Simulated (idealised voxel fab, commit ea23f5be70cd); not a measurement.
Process module under the name voxel ribs on slabs
The cross-section on display is named cut; it measures 150 nm wide, and its cells are 5 nm squares.
Cross-section format: a grid of square cells, given as bands from top to bottom; each band is one or more rows of cells.
Band: top height; bottom height; in nm. Then, left to right: material with width in nm, for each material. "all across": a single material spanning edge to edge. "empty": empty space.
Heads up on the height convention: 0 is the point under which the incoming wafer is all one material, and the lowest band has no bottom, it just keeps going down, like "0..down".
The two numbers in a width such as "30->40" mark its ends across the band: the first belongs to the top row of cells, the second to the bottom row, and from each row to the next the width moves by the same amount.
"no change occurred" for a step: no cell of the cross-section changed in that step.
Empty spaces counting at least 8 cells and having no open way to the top are listed in "Voids, sealed". The notation width x height at distance is used for each, the distance being from the left edge and all three values in nm.
It should be noted that, on the line of a given step, the content following the step's settings is a remark produced by the simulator itself with respect to that step.
overlay nm: right-of-plan distance of the mask on a masked step; negative values mean left-of-plan.

# Steps in the process plan
1: RECEIVE (material Si)
2: DIRECTIONAL_DEP (material SiO2; thk nm 30)
3: DIRECTIONAL_DEP (material polySi; thk nm 20)
4: DIRECTIONAL_DEP (material aC; thk nm 15)
5: PATTERN (tone cover; mask id RIB; material resist; width nm 20; thk nm 30; overlay nm 0)
6: DIRECTIONAL_ETCH (etch materials aC; depth nm 15)
7: STRIP (etch materials resist)
8: DIRECTIONAL_ETCH (etch materials polySi; depth nm 15)
9: STRIP (etch materials aC)
10: PATTERN (tone cover; mask id SLAB; material resist; width nm 60; thk nm 15; overlay nm 0)
11: DIRECTIONAL_ETCH (etch materials polySi; depth nm 5)
12: STRIP (etch materials resist)
13: FILL_DEP (material SiO2; thk nm 25)
14: CMP (height nm 65)
15: DIRECTIONAL_DEP (material W; thk nm 5)
16: PATTERN (tone cover; mask id HEATER; material resist; width nm 30; thk nm 15; overlay nm 0)
17: DIRECTIONAL_ETCH (etch materials W; depth nm 5)
18: STRIP (etch materials resist)
19: CONFORMAL_DEP (material SiO2; thk nm 5)

# Step 1 complete: cross-section of the wafer as received
* 0..down: Si all across
* Voids, sealed: none

# Look at the cross-section after the module: the wafer started out the way shown above and the plan was the one shown above, yet one mistake was made along the way
* 75..70: 55 nm empty, 40 nm SiO2, 55 nm empty
* 70..65: 60 nm SiO2, 30 nm W, 60 nm SiO2
* 65..50: SiO2 all across
* 50..45: 45 nm SiO2, 60 nm polySi, 45 nm SiO2
* 45..30: aC all across
* 30..0: SiO2 all across
* 0..down: Si all across
* Voids, sealed: none
Here's what went sideways: contrary to the plan, steps 3 and 4 were processed in exchanged order
